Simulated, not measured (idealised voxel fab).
Presented below is a process module, voxel capacitor over wiring.
We display cut, a cross-section 280 nm in width whose square cells are each 5 nm.
How to read a cross-section here: the picture is a grid of square cells, written as bands going from the top down, and any band can span one or more rows of cells. Band: top and bottom heights (nm) first, top before bottom; then materials from left to right, widths in nm. "everywhere" marks a sole material filling the band edge to edge. "empty" denotes empty space. Zero point of the height axis is 0; under it, received wafer = one material. Lowest band: continues down indefinitely, "0 and below". Per-row width for "30..40": begins at first number (top row of band), ends at second number (bottom row), increment between rows held constant. No cell of the cross-section changed in a step that is given as "identical to before". The entry "Closed void list" lists the empty spaces that cover at least 8 cells and have no open path to the top. Each is written as width x height at distance, where the distance is measured from the left edge and all three values are in nm. On each step's line, the part that comes after the settings is the simulator's own comment on the step. Among the settings permitted on a step's line is "overlay nm"; applied to a step with a mask, it specifies the extent to which the mask lay to the right of its planned position, whereas a negative figure signifies a position to the left.
## List of planned process steps
1: RECEIVE,material Si
2: CONFORMAL_DEP,material SiO2,thk nm 10
3: DIRECTIONAL_DEP,material TiN,thk nm 5
4: DIRECTIONAL_DEP,material Ru,thk nm 15
5: PATTERN,tone cover,mask id METAL_1,material resist,width nm 25,pitch nm 80,thk nm 20,overlay nm 0
6: DIRECTIONAL_ETCH,etch materials Ru,depth nm 15
7: DIRECTIONAL_ETCH,etch materials TiN,depth nm 5
8: STRIP,etch materials resist
9: CONFORMAL_DEP,material SiN,thk nm 5
10: FILL_DEP,material SiO2,thk nm 10
11: CMP,height nm 30
12: CONFORMAL_DEP,material SiCN,thk nm 5
13: DIRECTIONAL_DEP,material lowk,thk nm 10
14: DIRECTIONAL_DEP,material aC,thk nm 15
15: PATTERN,tone open,mask id PLUG_1,material resist,width nm 15,thk nm 35,overlay nm 0
16: DIRECTIONAL_ETCH,etch materials aC,depth nm 15
17: STRIP,etch materials resist
18: DIRECTIONAL_ETCH,etch materials lowk,depth nm 10
19: DIRECTIONAL_ETCH,etch materials SiCN,depth nm 5
20: STRIP,etch materials aC
21: CONFORMAL_DEP,material TiN,thk nm 5
22: FILL_DEP,material W,thk nm 10
23: CMP,height nm 45
24: DIRECTIONAL_DEP,material TiN,thk nm 10
25: DIRECTIONAL_DEP,material Al2O3,thk nm 5
26: DIRECTIONAL_DEP,material TiN,thk nm 10
27: PATTERN,tone cover,mask id UPPER_PLATE,material resist,width nm 60,thk nm 15,overlay nm 0
28: DIRECTIONAL_ETCH,etch materials TiN,depth nm 10
29: DIRECTIONAL_ETCH,etch materials Al2O3,depth nm 5
30: STRIP,etch materials resist
31: MASKED_ETCH,tone cover,mask id LOWER_PLATE,width nm 70,etch materials TiN,depth nm 10,overlay nm 0
32: FILL_DEP,material SiO2,thk nm 20
33: CMP,height nm 85
34: PATTERN,tone open,mask id PLUG_2,material resist,width nm 15,thk nm 15,overlay nm 0
35: DIRECTIONAL_ETCH,etch materials SiO2,depth nm 15
36: STRIP,etch materials resist
37: CONFORMAL_DEP,material TiN,thk nm 5
38: FILL_DEP,material Ru,thk nm 10
39: CMP,height nm 85
40: CONFORMAL_DEP,material SiCN,thk nm 5
## Wafer at receipt (post step 1), cross-section
    0 and below | Si everywhere
    Closed void list: none
## What the wafer looks like in cross-section after this module, when it starts as shown above and follows the plan above but one mistake is made in running it
    90 down to 85 | SiCN everywhere
    85 down to 75 | 105 nm SiO2 | 5 nm TiN | 5 nm Ru | 5 nm TiN | 160 nm SiO2
    75 down to 70 | 105 nm SiO2 | 15 nm TiN | 160 nm SiO2
    70 down to 60 | 95 nm SiO2 | 60 nm TiN | 125 nm SiO2
    60 down to 55 | 95 nm SiO2 | 60 nm Al2O3 | 125 nm SiO2
    55 down to 45 | 90 nm SiO2 | 70 nm TiN | 120 nm SiO2
    45 down to 35 | 95 nm lowk | 5 nm TiN | 5 nm W | 5 nm TiN | 170 nm lowk
    35 down to 30 | 95 nm SiCN | 15 nm TiN | 170 nm SiCN
    30 down to 15 | 85 nm SiO2 | 5 nm SiN | 20 nm Ru | 5 nm SiN | 50 nm SiO2 | 5 nm SiN | 20 nm Ru | 5 nm SiN | 85 nm SiO2
    15 down to 10 | 90 nm SiN | 20 nm TiN | 60 nm SiN | 20 nm TiN | 90 nm SiN
    10 down to 0 | SiO2 everywhere
    0 and below | Si everywhere
    Closed void list: none
Processing error: note that step 5 departed from the planned setting and was carried out as PATTERN,tone cover,mask id METAL_1,material resist,width nm 20,pitch nm 80,thk nm 20,overlay nm 0
